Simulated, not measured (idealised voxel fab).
Module name: voxel transistor to metal (process module)
Square cells of 5 nm make up the cross-section cut, whose width is 265 nm.
Cross-section, as written here: a square-cell grid given band by band from the top down, where a band holds one or more rows of cells. First you get the band's top height and its bottom height, in nm, and then the materials it's made of, left to right, with each width in nm. If you see a single material with "edge to edge", that one covers the band edge to edge. "blank" is empty space. Zero point of the height axis is 0; under it, received wafer = one material. Lowest band: continues down indefinitely, "z 0 and below". Note: "30 to 40" means the width goes from the first number (top row of the band) to the second number (bottom row) in equal steps per row of cells. "remained unchanged" means the step left every cell of the cross-section as it was. "Enclosed cavity list" lists enclosed empty spaces (at least 8 cells, no open path upward to the top), each as width x height at distance from the left edge, in nm. Text after the settings on a step's line: the simulator's own remark on that step. overlay nm: mask offset rightward from planned place, masked step; negative means leftward offset.

**Planned process steps**
1) RECEIVE [material Si]
2) CONFORMAL_DEP [material SiO2] [thk nm 5]
3) CONFORMAL_DEP [material SiN] [thk nm 10]
4) PATTERN [tone cover] [mask id ACTIVE] [material resist] [width nm 100] [pitch nm 125] [thk nm 20] [overlay nm 0]
5) DIRECTIONAL_ETCH [etch materials SiN] [depth nm 10]
6) DIRECTIONAL_ETCH [etch materials SiO2] [depth nm 5]
7) DIRECTIONAL_ETCH [etch materials Si] [depth nm 25]
8) STRIP [etch materials resist]
9) OXIDIZE [depth nm 5]
10) FILL_DEP [material SiO2] [thk nm 5]
11) CMP [height nm 15]
12) SELECTIVE_ETCH [etch materials SiO2] [depth nm 10]
13) STRIP [etch materials SiN]
14) SELECTIVE_ETCH [etch materials SiO2] [depth nm 5]
15) OXIDIZE [depth nm 5]
16) DIRECTIONAL_DEP [material polySi] [thk nm 30]
17) DIRECTIONAL_DEP [material SiCN] [thk nm 15]
18) DIRECTIONAL_DEP [material aC] [thk nm 15]
19) PATTERN [tone cover] [mask id GATE] [material resist] [width nm 20] [pitch nm 125] [thk nm 30] [overlay nm 0]
20) DIRECTIONAL_ETCH [etch materials aC] [depth nm 15]
21) STRIP [etch materials resist]
22) DIRECTIONAL_ETCH [etch materials SiCN] [depth nm 25]
23) DIRECTIONAL_ETCH [etch materials polySi] [depth nm 40]
24) STRIP [etch materials aC]
25) CONFORMAL_DEP [material SiN] [thk nm 10]
26) DIRECTIONAL_ETCH [etch materials SiN] [depth nm 10]
27) DIRECTIONAL_ETCH [etch materials SiO2] [depth nm 5]
28) DIRECTIONAL_ETCH [etch materials Si] [depth nm 10]
29) EPI [material SiGe] [thk nm 15]
30) FILL_DEP [material SiO2] [thk nm 5]
31) CMP [height nm 45]
32) DIRECTIONAL_DEP [material SiO2] [thk nm 15]
33) DIRECTIONAL_DEP [material aC] [thk nm 15]
34) PATTERN [tone open] [mask id CONTACT] [material resist] [width nm 20] [thk nm 35] [overlay nm 0]
35) DIRECTIONAL_ETCH [etch materials aC] [depth nm 15]
36) STRIP [etch materials resist]
37) DIRECTIONAL_ETCH [etch materials SiO2] [depth nm 60]
38) STRIP [etch materials aC]
39) CONFORMAL_DEP [material TiN] [thk nm 5]
40) FILL_DEP [material Ru] [thk nm 10]
41) CMP [height nm 60]
42) CONFORMAL_DEP [material SiN] [thk nm 5]
43) DIRECTIONAL_DEP [material lowk] [thk nm 20]
44) PATTERN [tone open] [mask id METAL_1] [material resist] [width nm 20] [thk nm 20] [overlay nm 0]
45) DIRECTIONAL_ETCH [etch materials lowk] [depth nm 20]
46) DIRECTIONAL_ETCH [etch materials SiN] [depth nm 5]
47) STRIP [etch materials resist]
48) CONFORMAL_DEP [material TiN] [thk nm 5]
49) FILL_DEP [material Ru] [thk nm 5]
50) CMP [height nm 85]
51) CONFORMAL_DEP [material SiCN] [thk nm 5]
52) DIRECTIONAL_DEP [material lowk] [thk nm 25]
53) DIRECTIONAL_DEP [material aC] [thk nm 15]
54) PATTERN [tone open] [mask id METAL_2_HOLES] [material resist] [width nm 15] [pitch nm 125] [thk nm 35] [overlay nm 0]
55) DIRECTIONAL_ETCH [etch materials aC] [depth nm 15]
56) STRIP [etch materials resist]
57) DIRECTIONAL_ETCH [etch materials lowk] [depth nm 25]
58) STRIP [etch materials aC]
59) PATTERN [tone open] [mask id METAL_2] [material resist] [width nm 20] [pitch nm 125] [thk nm 20] [overlay nm 0]
60) DIRECTIONAL_ETCH [etch materials lowk] [depth nm 15]
61) DIRECTIONAL_ETCH [etch materials SiCN] [depth nm 5]
62) STRIP [etch materials resist]
63) CONFORMAL_DEP [material TiN] [thk nm 5]
64) FILL_DEP [material Ru] [thk nm 10]
65) CMP [height nm 115]
66) CONFORMAL_DEP [material SiN] [thk nm 5]

**Cross-section of the wafer upon arrival, representing the state reached after step 1**
> z 0 and below = Si edge to edge
> Enclosed cavity list: none

**The module was run from the start shown above using the plan shown above, but one mistake was made doing it; the resulting wafer cross-section is below**
> z 120 to 115 = SiN edge to edge
> z 115 to 105 = lowk=25 | TiN=5 | Ru=10 | TiN=5 | lowk=105 | TiN=5 | Ru=10 | TiN=5 | lowk=95
> z 105 to 100 = lowk=25 | TiN=5 | Ru=5 | TiN=10 | lowk=105 | TiN=5 | Ru=5 | TiN=10 | lowk=95
> z 100 to 90 = lowk=25 | TiN=5 | Ru=5 | TiN=5 | lowk=110 | TiN=5 | Ru=5 | TiN=5 | lowk=100
> z 90 to 85 = lowk=25 | TiN=15 | lowk=110 | TiN=15 | lowk=100
> z 85 to 65 = lowk=25 | TiN=5 | Ru=10 | TiN=5 | lowk=50 | TiN=5 | Ru=10 | TiN=5 | lowk=35 | TiN=5 | Ru=10 | TiN=5 | lowk=50 | TiN=5 | Ru=10 | TiN=5 | lowk=25
> z 65 to 60 = SiN=25 | TiN=20 | SiN=50 | TiN=20 | SiN=35 | TiN=20 | SiN=50 | TiN=20 | SiN=25
> z 60 to 45 = SiO2=25 | TiN=5 | Ru=10 | TiN=5 | SiO2=50 | TiN=5 | Ru=10 | TiN=5 | SiO2=35 | TiN=5 | Ru=10 | TiN=5 | SiO2=50 | TiN=5 | Ru=10 | TiN=5 | SiO2=25
> z 45 to 30 = SiO2=25 | TiN=5 | Ru=10 | TiN=5 | SiO2=5 | SiN=10 | SiCN=20 | SiN=10 | SiO2=5 | TiN=5 | Ru=10 | TiN=5 | SiO2=35 | TiN=5 | Ru=10 | TiN=5 | SiO2=5 | SiN=10 | SiCN=20 | SiN=10 | SiO2=5 | TiN=5 | Ru=10 | TiN=5 | SiO2=25
> z 30 to 15 = SiO2=25 | TiN=5 | Ru=10 | TiN=5 | SiO2=5 | SiN=10 | polySi=20 | SiN=10 | SiO2=5 | TiN=5 | Ru=10 | TiN=5 | SiO2=35 | TiN=5 | Ru=10 | TiN=5 | SiO2=5 | SiN=10 | polySi=20 | SiN=10 | SiO2=5 | TiN=5 | Ru=10 | TiN=5 | SiO2=25
> z 15 to 10 = SiO2=25 | TiN=20 | SiO2=5 | SiN=10 | polySi=20 | SiN=10 | SiO2=5 | TiN=20 | SiO2=35 | TiN=20 | SiO2=5 | SiN=10 | polySi=20 | SiN=10 | SiO2=5 | TiN=20 | SiO2=25
> z 10 to 0 = SiO2=25 | TiN=10 | SiGe=15 | SiN=10 | polySi=20 | SiN=10 | SiGe=15 | TiN=10 | SiO2=35 | TiN=10 | SiGe=15 | SiN=10 | polySi=20 | SiN=10 | SiGe=15 | TiN=10 | SiO2=25
> z 0 to -5 = SiO2=20 | SiGe=30 | SiO2=40 | SiGe=30 | SiO2=25 | SiGe=30 | SiO2=40 | SiGe=30 | SiO2=20
> z -5 to -15 = SiO2=25 | SiGe=25 | Si=40 | SiGe=25 | SiO2=35 | SiGe=25 | Si=40 | SiGe=25 | SiO2=25
> z -15 to -30 = SiO2=25 | Si=90 | SiO2=35 | Si=90 | SiO2=25
> z -30 and below = Si edge to edge
> Enclosed cavity list: none
Short version of what went wrong: not per plan at step 51, really ran CONFORMAL_DEP [material lowk] [thk nm 5]
